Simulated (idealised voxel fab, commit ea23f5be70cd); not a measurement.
process module | voxel gate over fins
cross-section cut | 180 nm wide | cells 5 nm
A cross-section is a grid of square cells, given in bands from the top down. A band is one or more rows of cells.
Each band's line starts with the height of the band's top and of its bottom, in nm. Then come its materials from left to right, each with its width in nm. One material with "throughout" fills the band from edge to edge. "air" is empty space.
Height 0 is the level under which the wafer as received is all one material. The lowest band goes on downwards, as in "0 down".
A width such as "30 to 40" changes by the same amount from each row of cells to the next, from the band's top row to its bottom row.
"no change" after a step means that no cell of the cross-section changed.
closed voids: empty space of 8 cells or more with no open way to the top, each as width x height at its distance from the left edge, in nm
after a step's settings: what the simulator itself notes on the step
overlay nm, on a step with a mask: how far to the right of its planned place the mask lay; to the left if negative
plan
1 op RECEIVE | material Si
2 op CONFORMAL_DEP | material SiN | thk nm 10
3 op PATTERN | tone cover | mask id FINS | material resist | width nm 15 | pitch nm 35 | thk nm 20 | overlay nm 0
4 op DIRECTIONAL_ETCH | etch materials SiN | depth nm 10
5 op DIRECTIONAL_ETCH | etch materials Si | depth nm 35
6 op STRIP | etch materials resist
7 op OXIDIZE | depth nm 5
8 op FILL_DEP | material SiO2 | thk nm 5
9 op CMP | height nm 10
10 op SELECTIVE_ETCH | etch materials SiO2 | depth nm 25
11 op STRIP | etch materials SiN
12 op CONFORMAL_DEP | material HfO2 | thk nm 5
13 op CONFORMAL_DEP | material TiN | thk nm 5
14 op FILL_DEP | material W | thk nm 10
15 op CMP | height nm 15
16 op CONFORMAL_DEP | material SiN | thk nm 5
first wafer, as planned
as received, after step 1
  0 down: Si throughout
  closed voids: none
after step 2
  10 to 0: SiN throughout
  below 0: unchanged
after step 3
  30 to 10: air 30 | resist 15 | air 20 | resist 15 | air 20 | resist 15 | air 20 | resist 15 | air 30
  below 10: unchanged
after step 4
  30 to 10: air 30 | resist 15 | air 20 | resist 15 | air 20 | resist 15 | air 20 | resist 15 | air 30
  10 to 0: air 30 | SiN 15 | air 20 | SiN 15 | air 20 | SiN 15 | air 20 | SiN 15 | air 30
  below 0: unchanged
after step 5
  30 to 10: air 30 | resist 15 | air 20 | resist 15 | air 20 | resist 15 | air 20 | resist 15 | air 30
  10 to 0: air 30 | SiN 15 | air 20 | SiN 15 | air 20 | SiN 15 | air 20 | SiN 15 | air 30
  0 to -35: air 30 | Si 15 | air 20 | Si 15 | air 20 | Si 15 | air 20 | Si 15 | air 30
  below -35: unchanged
after step 6
  10 to 0: air 30 | SiN 15 | air 20 | SiN 15 | air 20 | SiN 15 | air 20 | SiN 15 | air 30
  below 0: unchanged
after step 7
  10 to 0: air 30 | SiN 15 | air 20 | SiN 15 | air 20 | SiN 15 | air 20 | SiN 15 | air 30
  0 to -35: air 30 | SiO2 5 | Si 5 | SiO2 5 | air 20 | SiO2 5 | Si 5 | SiO2 5 | air 20 | SiO2 5 | Si 5 | SiO2 5 | air 20 | SiO2 5 | Si 5 | SiO2 5 | air 30
  -35 to -40: SiO2 35 | Si 5 | SiO2 30 | Si 5 | SiO2 30 | Si 5 | SiO2 30 | Si 5 | SiO2 35
  below -40: unchanged
after step 8
  15 to 10: SiO2 throughout
  10 to 0: SiO2 30 | SiN 15 | SiO2 20 | SiN 15 | SiO2 20 | SiN 15 | SiO2 20 | SiN 15 | SiO2 30
  0 to -40: SiO2 35 | Si 5 | SiO2 30 | Si 5 | SiO2 30 | Si 5 | SiO2 30 | Si 5 | SiO2 35
  below -40: unchanged
after step 9
  10 to 0: SiO2 30 | SiN 15 | SiO2 20 | SiN 15 | SiO2 20 | SiN 15 | SiO2 20 | SiN 15 | SiO2 30
  below 0: unchanged
after step 10
  10 to 0: air 30 | SiN 15 | air 20 | SiN 15 | air 20 | SiN 15 | air 20 | SiN 15 | air 30
  0 to -15: air 35 | Si 5 | air 30 | Si 5 | air 30 | Si 5 | air 30 | Si 5 | air 35
  below -15: unchanged
after step 11
  0 to -15: air 35 | Si 5 | air 30 | Si 5 | air 30 | Si 5 | air 30 | Si 5 | air 35
  below -15: unchanged
after step 12
  5 to 0: air 30 | HfO2 15 | air 20 | HfO2 15 | air 20 | HfO2 15 | air 20 | HfO2 15 | air 30
  0 to -10: air 30 | HfO2 5 | Si 5 | HfO2 5 | air 20 | HfO2 5 | Si 5 | HfO2 5 | air 20 | HfO2 5 | Si 5 | HfO2 5 | air 20 | HfO2 5 | Si 5 | HfO2 5 | air 30
  -10 to -15: HfO2 35 | Si 5 | HfO2 30 | Si 5 | HfO2 30 | Si 5 | HfO2 30 | Si 5 | HfO2 35
  below -15: unchanged
after step 13
  10 to 5: air 25 | TiN 25 | air 10 | TiN 25 | air 10 | TiN 25 | air 10 | TiN 25 | air 25
  5 to 0: air 25 | TiN 5 | HfO2 15 | TiN 5 | air 10 | TiN 5 | HfO2 15 | TiN 5 | air 10 | TiN 5 | HfO2 15 | TiN 5 | air 10 | TiN 5 | HfO2 15 | TiN 5 | air 25
  0 to -5: air 25 | TiN 5 | HfO2 5 | Si 5 | HfO2 5 | TiN 5 | air 10 | TiN 5 | HfO2 5 | Si 5 | HfO2 5 | TiN 5 | air 10 | TiN 5 | HfO2 5 | Si 5 | HfO2 5 | TiN 5 | air 10 | TiN 5 | HfO2 5 | Si 5 | HfO2 5 | TiN 5 | air 25
  -5 to -10: TiN 30 | HfO2 5 | Si 5 | HfO2 5 | TiN 20 | HfO2 5 | Si 5 | HfO2 5 | TiN 20 | HfO2 5 | Si 5 | HfO2 5 | TiN 20 | HfO2 5 | Si 5 | HfO2 5 | TiN 30
  below -10: unchanged
after step 14
  20 to 10: W throughout
  10 to 5: W 25 | TiN 25 | W 10 | TiN 25 | W 10 | TiN 25 | W 10 | TiN 25 | W 25
  5 to 0: W 25 | TiN 5 | HfO2 15 | TiN 5 | W 10 | TiN 5 | HfO2 15 | TiN 5 | W 10 | TiN 5 | HfO2 15 | TiN 5 | W 10 | TiN 5 | HfO2 15 | TiN 5 | W 25
  0 to -5: W 25 | TiN 5 | HfO2 5 | Si 5 | HfO2 5 | TiN 5 | W 10 | TiN 5 | HfO2 5 | Si 5 | HfO2 5 | TiN 5 | W 10 | TiN 5 | HfO2 5 | Si 5 | HfO2 5 | TiN 5 | W 10 | TiN 5 | HfO2 5 | Si 5 | HfO2 5 | TiN 5 | W 25
  below -5: unchanged
after step 15
  15 to 10: W throughout
  below 10: unchanged
after step 16
  20 to 15: SiN throughout
  below 15: unchanged
second wafer: like start, like plan, one mistake. Through step 2 it matches the first wafer
when step 3 should have ended
  30 to 10: air 30 | resist 20 | air 15 | resist 20 | air 15 | resist 20 | air 15 | resist 20 | air 25
  below 10: unchanged
when step 4 should have ended
  30 to 10: air 30 | resist 20 | air 15 | resist 20 | air 15 | resist 20 | air 15 | resist 20 | air 25
  10 to 0: air 30 | SiN 20 | air 15 | SiN 20 | air 15 | SiN 20 | air 15 | SiN 20 | air 25
  below 0: unchanged
when step 5 should have ended
  30 to 10: air 30 | resist 20 | air 15 | resist 20 | air 15 | resist 20 | air 15 | resist 20 | air 25
  10 to 0: air 30 | SiN 20 | air 15 | SiN 20 | air 15 | SiN 20 | air 15 | SiN 20 | air 25
  0 to -35: air 30 | Si 20 | air 15 | Si 20 | air 15 | Si 20 | air 15 | Si 20 | air 25
  below -35: unchanged
when step 6 should have ended
  10 to 0: air 30 | SiN 20 | air 15 | SiN 20 | air 15 | SiN 20 | air 15 | SiN 20 | air 25
  below 0: unchanged
when step 7 should have ended
  10 to 0: air 30 | SiN 20 | air 15 | SiN 20 | air 15 | SiN 20 | air 15 | SiN 20 | air 25
  0 to -35: air 30 | SiO2 5 | Si 10 | SiO2 5 | air 15 | SiO2 5 | Si 10 | SiO2 5 | air 15 | SiO2 5 | Si 10 | SiO2 5 | air 15 | SiO2 5 | Si 10 | SiO2 5 | air 25
  -35 to -40: SiO2 35 | Si 10 | SiO2 25 | Si 10 | SiO2 25 | Si 10 | SiO2 25 | Si 10 | SiO2 30
  below -40: unchanged
when step 8 should have ended
  15 to 10: SiO2 throughout
  10 to 0: SiO2 30 | SiN 20 | SiO2 15 | SiN 20 | SiO2 15 | SiN 20 | SiO2 15 | SiN 20 | SiO2 25
  0 to -40: SiO2 35 | Si 10 | SiO2 25 | Si 10 | SiO2 25 | Si 10 | SiO2 25 | Si 10 | SiO2 30
  below -40: unchanged
when step 9 should have ended
  10 to 0: SiO2 30 | SiN 20 | SiO2 15 | SiN 20 | SiO2 15 | SiN 20 | SiO2 15 | SiN 20 | SiO2 25
  below 0: unchanged
when step 10 should have ended
  10 to 0: air 30 | SiN 20 | air 15 | SiN 20 | air 15 | SiN 20 | air 15 | SiN 20 | air 25
  0 to -15: air 35 | Si 10 | air 25 | Si 10 | air 25 | Si 10 | air 25 | Si 10 | air 30
  below -15: unchanged
when step 11 should have ended
  0 to -15: air 35 | Si 10 | air 25 | Si 10 | air 25 | Si 10 | air 25 | Si 10 | air 30
  below -15: unchanged
when step 12 should have ended
  5 to 0: air 30 | HfO2 20 | air 15 | HfO2 20 | air 15 | HfO2 20 | air 15 | HfO2 20 | air 25
  0 to -10: air 30 | HfO2 5 | Si 10 | HfO2 5 | air 15 | HfO2 5 | Si 10 | HfO2 5 | air 15 | HfO2 5 | Si 10 | HfO2 5 | air 15 | HfO2 5 | Si 10 | HfO2 5 | air 25
  -10 to -15: HfO2 35 | Si 10 | HfO2 25 | Si 10 | HfO2 25 | Si 10 | HfO2 25 | Si 10 | HfO2 30
  below -15: unchanged
when step 13 should have ended
  10 to 5: air 25 | TiN 30 | air 5 | TiN 30 | air 5 | TiN 30 | air 5 | TiN 30 | air 20
  5 to 0: air 25 | TiN 5 | HfO2 20 | TiN 5 | air 5 | TiN 5 | HfO2 20 | TiN 5 | air 5 | TiN 5 | HfO2 20 | TiN 5 | air 5 | TiN 5 | HfO2 20 | TiN 5 | air 20
  0 to -5: air 25 | TiN 5 | HfO2 5 | Si 10 | HfO2 5 | TiN 5 | air 5 | TiN 5 | HfO2 5 | Si 10 | HfO2 5 | TiN 5 | air 5 | TiN 5 | HfO2 5 | Si 10 | HfO2 5 | TiN 5 | air 5 | TiN 5 | HfO2 5 | Si 10 | HfO2 5 | TiN 5 | air 20
  -5 to -10: TiN 30 | HfO2 5 | Si 10 | HfO2 5 | TiN 15 | HfO2 5 | Si 10 | HfO2 5 | TiN 15 | HfO2 5 | Si 10 | HfO2 5 | TiN 15 | HfO2 5 | Si 10 | HfO2 5 | TiN 25
  below -10: unchanged
when step 14 should have ended
  20 to 10: W throughout
  10 to 5: W 25 | TiN 30 | W 5 | TiN 30 | W 5 | TiN 30 | W 5 | TiN 30 | W 20
  5 to 0: W 25 | TiN 5 | HfO2 20 | TiN 5 | W 5 | TiN 5 | HfO2 20 | TiN 5 | W 5 | TiN 5 | HfO2 20 | TiN 5 | W 5 | TiN 5 | HfO2 20 | TiN 5 | W 20
  0 to -5: W 25 | TiN 5 | HfO2 5 | Si 10 | HfO2 5 | TiN 5 | W 5 | TiN 5 | HfO2 5 | Si 10 | HfO2 5 | TiN 5 | W 5 | TiN 5 | HfO2 5 | Si 10 | HfO2 5 | TiN 5 | W 5 | TiN 5 | HfO2 5 | Si 10 | HfO2 5 | TiN 5 | W 20
  below -5: unchanged
when step 15 should have ended
  15 to 10: W throughout
  below 10: unchanged
when step 16 should have ended
  20 to 15: SiN throughout
  below 15: unchanged
what went wrong: step 3 ran as: op PATTERN | tone cover | mask id FINS | material resist | width nm 20 | pitch nm 35 | thk nm 20 | overlay nm 0
at the end the second wafer has, in cells: 32 more of Si | 20 fewer of SiO2 | 12 fewer of W
